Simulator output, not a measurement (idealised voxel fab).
Presented below is a process module, voxel transistor to metal.
Xsec cut, 210 nm wide, square cell size 5 nm.
Throughout this document, each cross-section is represented as a grid of square cells and is presented as a sequence of bands enumerated from the top downward, where a band comprises one or more rows of cells.
For a band, the entry starts with two heights in nm, that of the top and then that of the bottom, and carries on with the band's materials in order from left to right, each alongside its width in nm; the word "full width" beside a single material means it fills the band edge to edge, and "blank" means empty space.
Height reference: 0 = level under which incoming wafer is all one material. Lowest band: no bottom, runs on downward, e.g. "0..down".
Width spec "30..40" -> top row of cells at first value, bottom row at second value, equal per-row change in between.
The cross-section has no changed cell in any step marked "no modifications".
For the entry "Enclosed internal cavities", the listed items are empty spaces with no open way to the top whose size is 8 cells or more; each item follows the pattern width x height at distance, where distance is from the left edge and all three are in nm.
That trailing text on a step's line, after the settings, is the simulator's own remark on the step.
"overlay nm" denotes, for a step that has a mask, the displacement of the mask to the right of its planned place, with negative values corresponding to the left.

### The steps planned for the process are as follows
step 1: RECEIVE | material Si
step 2: OXIDIZE | depth nm 5
step 3: CONFORMAL_DEP | material SiN | thk nm 10
step 4: PATTERN | tone cover | mask id ACTIVE | material resist | width nm 110 | thk nm 20 | overlay nm 0
step 5: DIRECTIONAL_ETCH | etch materials SiN | depth nm 10
step 6: DIRECTIONAL_ETCH | etch materials SiO2 | depth nm 5
step 7: DIRECTIONAL_ETCH | etch materials Si | depth nm 30
step 8: STRIP | etch materials resist
step 9: OXIDIZE | depth nm 5
step 10: FILL_DEP | material SiO2 | thk nm 10
step 11: CMP | height nm 10
step 12: SELECTIVE_ETCH | etch materials SiO2 | depth nm 5
step 13: STRIP | etch materials SiN
step 14: SELECTIVE_ETCH | etch materials SiO2 | depth nm 5
step 15: OXIDIZE | depth nm 5
step 16: DIRECTIONAL_DEP | material polySi | thk nm 20
step 17: DIRECTIONAL_DEP | material SiCN | thk nm 10
step 18: MASKED_ETCH | tone cover | mask id GATE | width nm 30 | etch materials SiCN | depth nm 20 | overlay nm 0
step 19: MASKED_ETCH | tone cover | mask id GATE | width nm 30 | etch materials polySi | depth nm 30 | overlay nm 0
step 20: CONFORMAL_DEP | material SiN | thk nm 5
step 21: DIRECTIONAL_ETCH | etch materials SiN | depth nm 5
step 22: DIRECTIONAL_ETCH | etch materials SiO2 | depth nm 5
step 23: DIRECTIONAL_ETCH | etch materials Si | depth nm 15
step 24: EPI | material pSi | thk nm 20
step 25: FILL_DEP | material SiO2 | thk nm 10
step 26: CMP | height nm 15
step 27: STRIP | etch materials polySi
step 28: SELECTIVE_ETCH | etch materials SiO2 | depth nm 5
step 29: CONFORMAL_DEP | material HfO2 | thk nm 5
step 30: CONFORMAL_DEP | material TiN | thk nm 5
step 31: FILL_DEP | material W | thk nm 10
step 32: CMP | height nm 10
step 33: DIRECTIONAL_DEP | material SiO2 | thk nm 15
step 34: MASKED_ETCH | tone open | mask id CONTACT | width nm 15 | pitch nm 75 | etch materials SiO2 | depth nm 30 | overlay nm 0
step 35: CONFORMAL_DEP | material TiN | thk nm 5
step 36: FILL_DEP | material Ru | thk nm 5
step 37: CMP | height nm 25
step 38: DIRECTIONAL_DEP | material TiN | thk nm 5
step 39: DIRECTIONAL_DEP | material Ru | thk nm 20
step 40: DIRECTIONAL_DEP | material aC | thk nm 15
step 41: PATTERN | tone cover | mask id METAL_1 | material resist | width nm 15 | pitch nm 75 | thk nm 35 | overlay nm 0
step 42: DIRECTIONAL_ETCH | etch materials aC | depth nm 15
step 43: STRIP | etch materials resist
step 44: DIRECTIONAL_ETCH | etch materials Ru | depth nm 20
step 45: DIRECTIONAL_ETCH | etch materials TiN | depth nm 5
step 46: STRIP | etch materials aC
step 47: FILL_DEP | material lowk | thk nm 5
step 48: CMP | height nm 50
step 49: CONFORMAL_DEP | material SiN | thk nm 5

### This is the cross-section of the wafer as we received it, i.e. after step 1
0..down  Si full width
Enclosed internal cavities: none

### Cross-sectional result after module completion. Note: starting condition and plan are unchanged from above; one processing mistake was made
55..50  SiN full width
50..30  60 nm lowk / 15 nm Ru / 60 nm lowk / 15 nm Ru / 60 nm lowk
30..25  60 nm lowk / 15 nm TiN / 60 nm lowk / 15 nm TiN / 60 nm lowk
25..15  60 nm SiO2 / 5 nm TiN / 5 nm Ru / 5 nm TiN / 60 nm SiO2 / 5 nm TiN / 5 nm Ru / 5 nm TiN / 60 nm SiO2
15..10  60 nm SiO2 / 15 nm TiN / 60 nm SiO2 / 15 nm TiN / 60 nm SiO2
10..0  55..40 nm W / 5..20 nm TiN / 5 nm HfO2 / 20 nm pSi / 5 nm SiN / 30 nm polySi / 5 nm SiN / 20 nm pSi / 5 nm HfO2 / 5..20 nm TiN / 55..40 nm W
0..-5  40 nm W / 5 nm TiN / 20 nm HfO2 / 20 nm pSi / 5 nm SiN / 30 nm polySi / 5 nm SiN / 20 nm pSi / 20 nm HfO2 / 5 nm TiN / 40 nm W
-5..-10  40 nm W / 5 nm TiN / 5 nm HfO2 / 35 nm pSi / 40 nm SiO2 / 35 nm pSi / 5 nm HfO2 / 5 nm TiN / 40 nm W
-10..-20  40 nm W / 5..10 nm TiN / 10..5 nm HfO2 / 30 nm pSi / 40 nm Si / 30 nm pSi / 10..5 nm HfO2 / 5..10 nm TiN / 40 nm W
-20..-25  45 nm W / 5 nm TiN / 5 nm HfO2 / 30 nm pSi / 40 nm Si / 30 nm pSi / 5 nm HfO2 / 5 nm TiN / 45 nm W
-25..-30  45 nm W / 5 nm TiN / 5 nm HfO2 / 100 nm Si / 5 nm HfO2 / 5 nm TiN / 45 nm W
-30..-35  50 nm TiN / 5 nm HfO2 / 100 nm Si / 5 nm HfO2 / 50 nm TiN
-35..-40  55 nm HfO2 / 100 nm Si / 55 nm HfO2
-40..down  Si full width
Enclosed internal cavities: none
Here's what went sideways: step 27 was run on a setting that differed from the plan, and what really ran there is STRIP | etch materials SiO2
